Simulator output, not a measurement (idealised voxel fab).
Title: Process Module voxel ribs on slabs
Square cell edge 5 nm, section width 220 nm, ID cut.
Format of a cross-section: grid, square cells. Given as bands. Order: top down. Band: one or more rows of cells. For a band, the entry starts with two heights in nm, that of the top and then that of the bottom, and carries on with the band's materials in order from left to right, each alongside its width in nm; the word "throughout" beside a single material means it fills the band edge to edge, and "empty" means empty space. Height is counted from the level 0, under which the received wafer is composed throughout of one material. The lowest of the bands is not closed at the bottom but continues downward, in the notation "0 nm and below". Think of "30->40" as a width that walks from the first number to the second as you go down the band, top row to bottom row, taking equal-sized steps from row to row. Take "nothing got changed" at face value: in the step it is given for, the cross-section changed in none of its cells. The entry "Sealed-off cavities" lists the empty spaces that cover at least 8 cells and have no open path to the top. Each is written as width x height at distance, where the distance is measured from the left edge and all three values are in nm. Step line, after settings: the simulator's comment on this step. "overlay nm" denotes, for a step that has a mask, the displacement of the mask to the right of its planned place, with negative values corresponding to the left.

## Listed below are the process steps as planned
1,RECEIVE: material Si
2,DIRECTIONAL_DEP: material SiO2, thk nm 30
3,DIRECTIONAL_DEP: material SiN, thk nm 15
4,MASKED_ETCH: tone cover, mask id RIB, width nm 15, etch materials SiN, depth nm 10, overlay nm 0
5,PATTERN: tone cover, mask id SLAB, material resist, width nm 55, thk nm 20, overlay nm 0
6,DIRECTIONAL_ETCH: etch materials SiN, depth nm 5
7,STRIP: etch materials resist
8,FILL_DEP: material SiO2, thk nm 25
9,CMP: height nm 50
10,DIRECTIONAL_DEP: material TiN, thk nm 5
11,DIRECTIONAL_DEP: material aC, thk nm 15
12,PATTERN: tone cover, mask id HEATER, material resist, width nm 25, thk nm 35, overlay nm 0
13,DIRECTIONAL_ETCH: etch materials aC, depth nm 15
14,STRIP: etch materials resist
15,DIRECTIONAL_ETCH: etch materials TiN, depth nm 5
16,STRIP: etch materials aC
17,CONFORMAL_DEP: material SiO2, thk nm 5
The wafers in this document start out alike and differ in the height nm applied at step 9; the plan shows the value used for the first wafer.

## After step 1, as received: first of several wafers, cross-section
  0 nm and below  Si throughout
  Sealed-off cavities: none

## Module end state after final step 17: cross-section of the first of several wafers
  60 nm to 55 nm  90 nm empty, 35 nm SiO2, 95 nm empty
  55 nm to 50 nm  95 nm SiO2, 25 nm TiN, 100 nm SiO2
  50 nm to 45 nm  SiO2 throughout
  45 nm to 35 nm  100 nm SiO2, 15 nm SiN, 105 nm SiO2
  35 nm to 30 nm  80 nm SiO2, 55 nm SiN, 85 nm SiO2
  30 nm to 0 nm  SiO2 throughout
  0 nm and below  Si throughout
  Sealed-off cavities: none

## End of module, last wafer sectioned
  80 nm to 75 nm  90 nm empty, 35 nm SiO2, 95 nm empty
  75 nm to 70 nm  95 nm SiO2, 25 nm TiN, 100 nm SiO2
  70 nm to 45 nm  SiO2 throughout
  45 nm to 35 nm  100 nm SiO2, 15 nm SiN, 105 nm SiO2
  35 nm to 30 nm  80 nm SiO2, 55 nm SiN, 85 nm SiO2
  30 nm to 0 nm  SiO2 throughout
  0 nm and below  Si throughout
  Sealed-off cavities: none

## Tabulated below, wafer by wafer, are the end-of-module results: for each material, the number of cells gained (+) or lost (-) relative to the as-received state, followed by the closed voids
height nm 50, +17 SiN, +469 SiO2, +5 TiN, Sealed-off cavities: none
height nm 55, +17 SiN, +513 SiO2, +5 TiN, Sealed-off cavities: none
height nm 60, +17 SiN, +557 SiO2, +5 TiN, Sealed-off cavities: none
height nm 65, +17 SiN, +601 SiO2, +5 TiN, Sealed-off cavities: none
height nm 70, +17 SiN, +645 SiO2, +5 TiN, Sealed-off cavities: none
